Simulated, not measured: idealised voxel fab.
Module name: voxel self aligned vias (process module)
Square cell edge 5 nm, section width 290 nm, ID cut.
A cross-section is written here as square cells arranged in a grid, and it is given in bands from the top down, each band taking up one or more rows of cells. Heads up on the band format: heights come first, top then bottom, in nm. After that it's the materials left to right, each with its width in nm. A single material flagged "edge to edge" fills the whole band edge to edge, and "blank" means there's empty space there. Height datum 0, below which the as-received substrate wafer is one material. Lowest band open at the bottom, running downward: "0 down". The notation "30..40" denotes a width that varies across the rows of cells in the band, beginning at the first number in the top row, finishing at the second number in the bottom row, and changing by an identical amount from each row to the next. Step marked "everything unchanged"? Then no cell in the cross-section changed in it. "Enclosed void inventory" specifies each empty space that is not open to the top and that occupies no fewer than 8 cells, using the form width x height at distance, the distance measured from the left edge and all three quantities in nm. Anything after a step's settings on that line? It's the simulator's own note about the step. If you see "overlay nm" on a step's line and that step has a mask, it's telling you how far right of where it was planned the mask ended up; a negative number means it went left instead.

-- Steps in the process plan
1 RECEIVE with material Si
2 CONFORMAL_DEP with material SiO2, thk nm 15
3 CONFORMAL_DEP with material SiCN, thk nm 5
4 DIRECTIONAL_DEP with material lowk, thk nm 30
5 DIRECTIONAL_DEP with material aC, thk nm 15
6 PATTERN with tone open, mask id LINES, material resist, width nm 25, pitch nm 60, thk nm 35, overlay nm 0
7 DIRECTIONAL_ETCH with etch materials aC, depth nm 15
8 STRIP with etch materials resist
9 DIRECTIONAL_ETCH with etch materials lowk, depth nm 30
10 STRIP with etch materials aC
11 CONFORMAL_DEP with material TiN, thk nm 5
12 FILL_DEP with material W, thk nm 10
13 CMP with height nm 50
14 SELECTIVE_ETCH with etch materials W Ru TiN, depth nm 5
15 FILL_DEP with material SiN, thk nm 10
16 CMP with height nm 50
17 DIRECTIONAL_DEP with material lowk, thk nm 15
18 MASKED_ETCH with tone open, mask id VIAS, width nm 45, pitch nm 60, etch materials lowk, depth nm 15, overlay nm 0
19 MASKED_ETCH with tone open, mask id VIAS, width nm 45, pitch nm 60, etch materials SiN, depth nm 5, overlay nm 0
20 CONFORMAL_DEP with material TiN, thk nm 5
21 FILL_DEP with material Cu, thk nm 5
22 CMP with height nm 65
23 CONFORMAL_DEP with material SiCN, thk nm 5

-- Below: the first of two wafers, run as planned

-- Wafer as received: cross-section following step 1
	0 down = Si edge to edge
	Enclosed void inventory: none

-- after step 2
	15 to 0 = SiO2 edge to edge
	Below a height of 0, the structure has not been altered.

-- after step 3
	20 to 15 = SiCN edge to edge
	Below a height of 15, the structure has not been altered.

-- after step 4
	50 to 20 = lowk edge to edge
	Below a height of 20, the structure has not been altered.

-- after step 5
	65 to 50 = aC edge to edge
	Below a height of 50, the structure has not been altered.

-- after step 6
	100 to 65 = resist 70, then blank 25, then resist 35, then blank 25, then resist 35, then blank 25, then resist 75
	Below a height of 65, the structure has not been altered.

-- after step 7
	85 to 65 = resist 70, then blank 25, then resist 35, then blank 25, then resist 35, then blank 25, then resist 75
	65 to 50 = aC 70, then blank 25, then aC 35, then blank 25, then aC 35, then blank 25, then aC 75
	Below a height of 50, the structure has not been altered.

-- after step 8
	65 to 50 = aC 70, then blank 25, then aC 35, then blank 25, then aC 35, then blank 25, then aC 75
	Below a height of 50, the structure has not been altered.

-- after step 9
	65 to 50 = aC 70, then blank 25, then aC 35, then blank 25, then aC 35, then blank 25, then aC 75
	50 to 20 = lowk 70, then blank 25, then lowk 35, then blank 25, then lowk 35, then blank 25, then lowk 75
	Below a height of 20, the structure has not been altered.

-- after step 10
	50 to 20 = lowk 70, then blank 25, then lowk 35, then blank 25, then lowk 35, then blank 25, then lowk 75
	Below a height of 20, the structure has not been altered.

-- after step 11
	55 to 50 = TiN 75, then blank 15, then TiN 45, then blank 15, then TiN 45, then blank 15, then TiN 80
	50 to 25 = lowk 70, then TiN 5, then blank 15, then TiN 5, then lowk 35, then TiN 5, then blank 15, then TiN 5, then lowk 35, then TiN 5, then blank 15, then TiN 5, then lowk 75
	25 to 20 = lowk 70, then TiN 25, then lowk 35, then TiN 25, then lowk 35, then TiN 25, then lowk 75
	Below a height of 20, the structure has not been altered.

-- after step 12
	65 to 55 = W edge to edge
	55 to 50 = TiN 75, then W 15, then TiN 45, then W 15, then TiN 45, then W 15, then TiN 80
	50 to 25 = lowk 70, then TiN 5, then W 15, then TiN 5, then lowk 35, then TiN 5, then W 15, then TiN 5, then lowk 35, then TiN 5, then W 15, then TiN 5, then lowk 75
	Below a height of 25, the structure has not been altered.

-- after step 13
	50 to 25 = lowk 70, then TiN 5, then W 15, then TiN 5, then lowk 35, then TiN 5, then W 15, then TiN 5, then lowk 35, then TiN 5, then W 15, then TiN 5, then lowk 75
	Below a height of 25, the structure has not been altered.

-- after step 14
	50 to 45 = lowk 70, then blank 25, then lowk 35, then blank 25, then lowk 35, then blank 25, then lowk 75
	Below a height of 45, the structure has not been altered.

-- after step 15
	60 to 50 = SiN edge to edge
	50 to 45 = lowk 70, then SiN 25, then lowk 35, then SiN 25, then lowk 35, then SiN 25, then lowk 75
	Below a height of 45, the structure has not been altered.

-- after step 16
	50 to 45 = lowk 70, then SiN 25, then lowk 35, then SiN 25, then lowk 35, then SiN 25, then lowk 75
	Below a height of 45, the structure has not been altered.

-- after step 17
	65 to 50 = lowk edge to edge
	Below a height of 50, the structure has not been altered.

-- after step 18
	65 to 50 = lowk 60, then blank 45, then lowk 15, then blank 45, then lowk 15, then blank 45, then lowk 65
	Below a height of 50, the structure has not been altered.

-- after step 19
	65 to 50 = lowk 60, then blank 45, then lowk 15, then blank 45, then lowk 15, then blank 45, then lowk 65
	50 to 45 = lowk 70, then blank 25, then lowk 35, then blank 25, then lowk 35, then blank 25, then lowk 75
	Below a height of 45, the structure has not been altered.

-- after step 20
	70 to 65 = TiN 65, then blank 35, then TiN 25, then blank 35, then TiN 25, then blank 35, then TiN 70
	65 to 55 = lowk 60, then TiN 5, then blank 35, then TiN 5, then lowk 15, then TiN 5, then blank 35, then TiN 5, then lowk 15, then TiN 5, then blank 35, then TiN 5, then lowk 65
	55 to 50 = lowk 60, then TiN 15, then blank 15, then TiN 15, then lowk 15, then TiN 15, then blank 15, then TiN 15, then lowk 15, then TiN 15, then blank 15, then TiN 15, then lowk 65
	50 to 45 = lowk 70, then TiN 25, then lowk 35, then TiN 25, then lowk 35, then TiN 25, then lowk 75
	Below a height of 45, the structure has not been altered.

-- after step 21
	75 to 70 = Cu edge to edge
	70 to 65 = TiN 65, then Cu 35, then TiN 25, then Cu 35, then TiN 25, then Cu 35, then TiN 70
	65 to 55 = lowk 60, then TiN 5, then Cu 35, then TiN 5, then lowk 15, then TiN 5, then Cu 35, then TiN 5, then lowk 15, then TiN 5, then Cu 35, then TiN 5, then lowk 65
	55 to 50 = lowk 60, then TiN 15, then Cu 15, then TiN 15, then lowk 15, then TiN 15, then Cu 15, then TiN 15, then lowk 15, then TiN 15, then Cu 15, then TiN 15, then lowk 65
	Below a height of 50, the structure has not been altered.

-- after step 22
	65 to 55 = lowk 60, then TiN 5, then Cu 35, then TiN 5, then lowk 15, then TiN 5, then Cu 35, then TiN 5, then lowk 15, then TiN 5, then Cu 35, then TiN 5, then lowk 65
	Below a height of 55, the structure has not been altered.

-- after step 23
	70 to 65 = SiCN edge to edge
	Below a height of 65, the structure has not been altered.

-- Wafer two. Identical start, identical plan. One mistake in execution. Identical history through step 16

-- Second wafer, sectioned view, at step 17's planned end time
	65 to 50 = Cu edge to edge
	Below a height of 50, the structure has not been altered.

Second wafer, sectioned view, at step 18's planned end time: everything unchanged

Second wafer, sectioned view, at step 19's planned end time: everything unchanged

-- Second wafer, sectioned view, at step 20's planned end time
	70 to 65 = TiN edge to edge
	Below a height of 65, the structure has not been altered.

-- Second wafer, sectioned view, at step 21's planned end time
	75 to 70 = Cu edge to edge
	Below a height of 70, the structure has not been altered.

-- Second wafer, sectioned view, at step 22's planned end time
	65 to 50 = Cu edge to edge
	Below a height of 50, the structure has not been altered.

-- Second wafer, sectioned view, at step 23's planned end time
	70 to 65 = SiCN edge to edge
	Below a height of 65, the structure has not been altered.
Which mistake was made when the wafer was run? note that step 17 departed from the planned setting and was carried out as DIRECTIONAL_DEP with material Cu, thk nm 15
Heads up, by the end the second wafer has more or fewer cells of some materials compared to the first: +123 Cu; +15 SiN; -45 TiN; -93 lowk
